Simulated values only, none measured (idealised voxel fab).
Process module name: voxel gate over fins
Displayed cross-section: cut, width of 155 nm, square cells sized 5 nm.
We lay out every cross-section as a grid of square cells and spell it out in bands from the top down, where one band means one or more rows of cells.
The band entry comprises the height of the band's top followed by the height of its bottom, expressed in nm, and subsequently the band's materials from left to right, each stated together with its width in nm. Where a single material is marked with the word "full width", that material fills the band from edge to edge. The word "air" represents empty space.
Measure heights from 0. That's the level where, below it, the as-received wafer is all one material. The lowest band is bottomless and extends downward; write it as in "0 -> down".
A width given as "30..40" starts at the first number in the band's top row and ends at the second number in its bottom row, shifting by an equal amount at every step from row to row.
What does "left unchanged" mean for a step? It means no cell of the cross-section changed in that step.
In the "Sealed cavities" entry, you get each enclosed empty space of 8 cells or more, one with no open way to the top, written width x height at distance, distance from the left edge, in nm.
It should be noted that, on the line of a given step, the content following the step's settings is a remark produced by the simulator itself with respect to that step.
overlay nm: mask right of planned place by this much (step with mask). Neg. = left.
-- The planned process steps are enumerated hereunder
1: RECEIVE [material Si]
2: CONFORMAL_DEP [material SiN] [thk nm 10]
3: DIRECTIONAL_DEP [material aC] [thk nm 10]
4: PATTERN [tone cover] [mask id FINS] [material resist] [width nm 15] [pitch nm 35] [thk nm 30] [overlay nm 0]
5: DIRECTIONAL_ETCH [etch materials aC] [depth nm 10]
6: STRIP [etch materials resist]
7: DIRECTIONAL_ETCH [etch materials SiN] [depth nm 10]
8: DIRECTIONAL_ETCH [etch materials Si] [depth nm 40]
9: STRIP [etch materials aC]
10: FILL_DEP [material SiO2] [thk nm 10]
11: CMP [height nm 10]
12: SELECTIVE_ETCH [etch materials SiO2] [depth nm 25]
13: STRIP [etch materials SiN]
14: CONFORMAL_DEP [material HfO2] [thk nm 5]
15: CONFORMAL_DEP [material TiN] [thk nm 5]
16: FILL_DEP [material W] [thk nm 10]
17: CMP [height nm 15]
18: CONFORMAL_DEP [material SiN] [thk nm 10]
-- First wafer of two (run as planned)
-- Shown in cross-section is the wafer as received, that is, as it stands after step 1
	0 -> down | Si full width
	Sealed cavities: none
-- Wafer after step 2 (cross-section)
	10 -> 0 | SiN full width
	Below 0, the layers are the same as they were.
-- Wafer after step 3 (cross-section)
	20 -> 10 | aC full width
	Below 10, the layers are the same as they were.
-- Wafer after step 4 (cross-section)
	50 -> 20 | air (50) / resist (15) / air (20) / resist (15) / air (55)
	Below 20, the layers are the same as they were.
-- Wafer after step 5 (cross-section)
	40 -> 20 | air (50) / resist (15) / air (20) / resist (15) / air (55)
	20 -> 10 | air (50) / aC (15) / air (20) / aC (15) / air (55)
	Below 10, the layers are the same as they were.
-- Wafer after step 6 (cross-section)
	20 -> 10 | air (50) / aC (15) / air (20) / aC (15) / air (55)
	Below 10, the layers are the same as they were.
-- Wafer after step 7 (cross-section)
	20 -> 10 | air (50) / aC (15) / air (20) / aC (15) / air (55)
	10 -> 0 | air (50) / SiN (15) / air (20) / SiN (15) / air (55)
	Below 0, the layers are the same as they were.
-- Wafer after step 8 (cross-section)
	20 -> 10 | air (50) / aC (15) / air (20) / aC (15) / air (55)
	10 -> 0 | air (50) / SiN (15) / air (20) / SiN (15) / air (55)
	0 -> -40 | air (50) / Si (15) / air (20) / Si (15) / air (55)
	Below -40, the layers are the same as they were.
-- Wafer after step 9 (cross-section)
	10 -> 0 | air (50) / SiN (15) / air (20) / SiN (15) / air (55)
	Below 0, the layers are the same as they were.
-- Wafer after step 10 (cross-section)
	20 -> 10 | SiO2 full width
	10 -> 0 | SiO2 (50) / SiN (15) / SiO2 (20) / SiN (15) / SiO2 (55)
	0 -> -40 | SiO2 (50) / Si (15) / SiO2 (20) / Si (15) / SiO2 (55)
	Below -40, the layers are the same as they were.
-- Wafer after step 11 (cross-section)
	10 -> 0 | SiO2 (50) / SiN (15) / SiO2 (20) / SiN (15) / SiO2 (55)
	Below 0, the layers are the same as they were.
-- Wafer after step 12 (cross-section)
	10 -> 0 | air (50) / SiN (15) / air (20) / SiN (15) / air (55)
	0 -> -15 | air (50) / Si (15) / air (20) / Si (15) / air (55)
	Below -15, the layers are the same as they were.
-- Wafer after step 13 (cross-section)
	0 -> -15 | air (50) / Si (15) / air (20) / Si (15) / air (55)
	Below -15, the layers are the same as they were.
-- Wafer after step 14 (cross-section)
	5 -> 0 | air (45) / HfO2 (25) / air (10) / HfO2 (25) / air (50)
	0 -> -10 | air (45) / HfO2 (5) / Si (15) / HfO2 (5) / air (10) / HfO2 (5) / Si (15) / HfO2 (5) / air (50)
	-10 -> -15 | HfO2 (50) / Si (15) / HfO2 (20) / Si (15) / HfO2 (55)
	Below -15, the layers are the same as they were.
-- Wafer after step 15 (cross-section)
	10 -> 5 | air (40) / TiN (70) / air (45)
	5 -> 0 | air (40) / TiN (5) / HfO2 (25) / TiN (10) / HfO2 (25) / TiN (5) / air (45)
	0 -> -5 | air (40) / TiN (5) / HfO2 (5) / Si (15) / HfO2 (5) / TiN (10) / HfO2 (5) / Si (15) / HfO2 (5) / TiN (5) / air (45)
	-5 -> -10 | TiN (45) / HfO2 (5) / Si (15) / HfO2 (5) / TiN (10) / HfO2 (5) / Si (15) / HfO2 (5) / TiN (50)
	Below -10, the layers are the same as they were.
-- Wafer after step 16 (cross-section)
	20 -> 10 | W full width
	10 -> 5 | W (40) / TiN (70) / W (45)
	5 -> 0 | W (40) / TiN (5) / HfO2 (25) / TiN (10) / HfO2 (25) / TiN (5) / W (45)
	0 -> -5 | W (40) / TiN (5) / HfO2 (5) / Si (15) / HfO2 (5) / TiN (10) / HfO2 (5) / Si (15) / HfO2 (5) / TiN (5) / W (45)
	Below -5, the layers are the same as they were.
-- Wafer after step 17 (cross-section)
	15 -> 10 | W full width
	Below 10, the layers are the same as they were.
-- Wafer after step 18 (cross-section)
	25 -> 15 | SiN full width
	Below 15, the layers are the same as they were.
-- Wafer two of two - same starting point, same process plan, one mistake in execution; matches wafer one up to and including step 16
-- Cross-section of the second wafer when, according to plan, step 17 should have finished
	15 -> 10 | W full width
	Below 10, the layers are the same as they were.
-- Cross-section of the second wafer when, according to plan, step 18 should have finished
	25 -> 15 | SiN full width
	Below 15, the layers are the same as they were.
So what did we get wrong on this run? step 17 of the plan was twice carried out
Since the two wafers finish with cross-sections that are the same, nothing this model computes is changed by the mistake.
